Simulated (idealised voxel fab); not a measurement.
process module | voxel capacitor over wiring
cross-section cut | 165 nm wide | cells 5 nm
A cross-section is a grid of square cells, given in bands from the top down. A band is one or more rows of cells.
Each band's line starts with the height of the band's top and of its bottom, in nm. Then come its materials from left to right, each with its width in nm. One material with "throughout" fills the band from edge to edge. "air" is empty space.
Height 0 is the level under which the wafer as received is all one material. The lowest band goes on downwards, as in "0 down".
A width such as "30 to 40" changes by the same amount from each row of cells to the next, from the band's top row to its bottom row.
"no change" after a step means that no cell of the cross-section changed.
closed voids: empty space of 8 cells or more with no open way to the top, each as width x height at its distance from the left edge, in nm
after a step's settings: what the simulator itself notes on the step
overlay nm, on a step with a mask: how far to the right of its planned place the mask lay; to the left if negative
plan
1 op RECEIVE | material Si
2 op CONFORMAL_DEP | material SiO2 | thk nm 10
3 op DIRECTIONAL_DEP | material TiN | thk nm 5
4 op DIRECTIONAL_DEP | material Ru | thk nm 25
5 op DIRECTIONAL_DEP | material aC | thk nm 15
6 op PATTERN | tone cover | mask id METAL_1 | material resist | width nm 20 | pitch nm 75 | thk nm 35 | overlay nm 0
7 op DIRECTIONAL_ETCH | etch materials aC | depth nm 15
8 op STRIP | etch materials resist
9 op DIRECTIONAL_ETCH | etch materials Ru | depth nm 25
10 op DIRECTIONAL_ETCH | etch materials TiN | depth nm 5
11 op STRIP | etch materials aC
12 op FILL_DEP | material SiO2 | thk nm 10
13 op CMP | height nm 40
14 op CONFORMAL_DEP | material SiCN | thk nm 5
15 op DIRECTIONAL_DEP | material SiO2 | thk nm 20
16 op DIRECTIONAL_DEP | material aC | thk nm 15
17 op PATTERN | tone open | mask id PLUG_1 | material resist | width nm 15 | thk nm 30 | overlay nm 0
18 op DIRECTIONAL_ETCH | etch materials aC | depth nm 15
19 op STRIP | etch materials resist
20 op DIRECTIONAL_ETCH | etch materials SiO2 | depth nm 20
21 op DIRECTIONAL_ETCH | etch materials SiCN | depth nm 5
22 op STRIP | etch materials aC
23 op EPI | material Ru | thk nm 10
24 op EPI | material Ru | thk nm 10
25 op EPI | material Ru | thk nm 5
26 op DIRECTIONAL_DEP | material TiN | thk nm 5
27 op DIRECTIONAL_DEP | material HfO2 | thk nm 5
28 op DIRECTIONAL_DEP | material TiN | thk nm 10
29 op MASKED_ETCH | tone cover | mask id UPPER_PLATE | width nm 60 | etch materials TiN | depth nm 10 | overlay nm 0
30 op MASKED_ETCH | tone cover | mask id UPPER_PLATE | width nm 60 | etch materials HfO2 | depth nm 5 | overlay nm 0
31 op MASKED_ETCH | tone cover | mask id LOWER_PLATE | width nm 70 | etch materials TiN | depth nm 5 | overlay nm 0
32 op FILL_DEP | material SiO2 | thk nm 20
33 op CMP | height nm 100
34 op MASKED_ETCH | tone open | mask id PLUG_2 | width nm 15 | etch materials SiO2 | depth nm 15 | overlay nm 0
35 op CONFORMAL_DEP | material TiN | thk nm 5
36 op FILL_DEP | material Cu | thk nm 10
37 op CMP | height nm 100
38 op CONFORMAL_DEP | material SiN | thk nm 5
as received, after step 1
  0 down: Si throughout
  closed voids: none
first wafer at the end, as planned
  105 to 100: SiN throughout
  100 to 90: SiO2 50 | TiN 5 | Cu 5 | TiN 5 | SiO2 100
  90 to 85: SiO2 50 | TiN 15 | SiO2 100
  85 to 75: SiO2 40 | TiN 60 | SiO2 65
  75 to 70: SiO2 40 | HfO2 60 | SiO2 65
  70 to 65: SiO2 35 | TiN 70 | SiO2 60
  65 to 45: SiO2 40 | Ru 15 | SiO2 110
  45 to 40: SiCN 40 | Ru 15 | SiCN 110
  40 to 15: SiO2 35 | Ru 20 | SiO2 55 | Ru 20 | SiO2 35
  15 to 10: SiO2 35 | TiN 20 | SiO2 55 | TiN 20 | SiO2 35
  10 to 0: SiO2 throughout
  0 down: Si throughout
  closed voids: none
second wafer at the end: like start, like plan, one mistake
  105 to 100: SiN throughout
  100 to 90: SiO2 50 | TiN 5 | Cu 5 | TiN 5 | SiO2 100
  90 to 80: SiO2 50 to 55 | TiN 15 to 45 | SiO2 100 to 65
  80 to 75: SiO2 40 | TiN 60 | SiO2 65
  75 to 70: SiO2 40 | TiN 15 | HfO2 45 | SiO2 65
  70 to 65: SiO2 35 | TiN 5 | HfO2 15 | TiN 50 | SiO2 60
  65 to 60: SiCN 40 | TiN 15 | SiCN 110
  60 to 40: SiO2 throughout
  40 to 15: SiO2 35 | Ru 20 | SiO2 55 | Ru 20 | SiO2 35
  15 to 10: SiO2 35 | TiN 20 | SiO2 55 | TiN 20 | SiO2 35
  10 to 0: SiO2 throughout
  0 down: Si throughout
  closed voids: none
what went wrong: steps 14 and 15 were swapped
at the end the second wafer has, in cells: 15 fewer of Ru | 15 more of SiO2
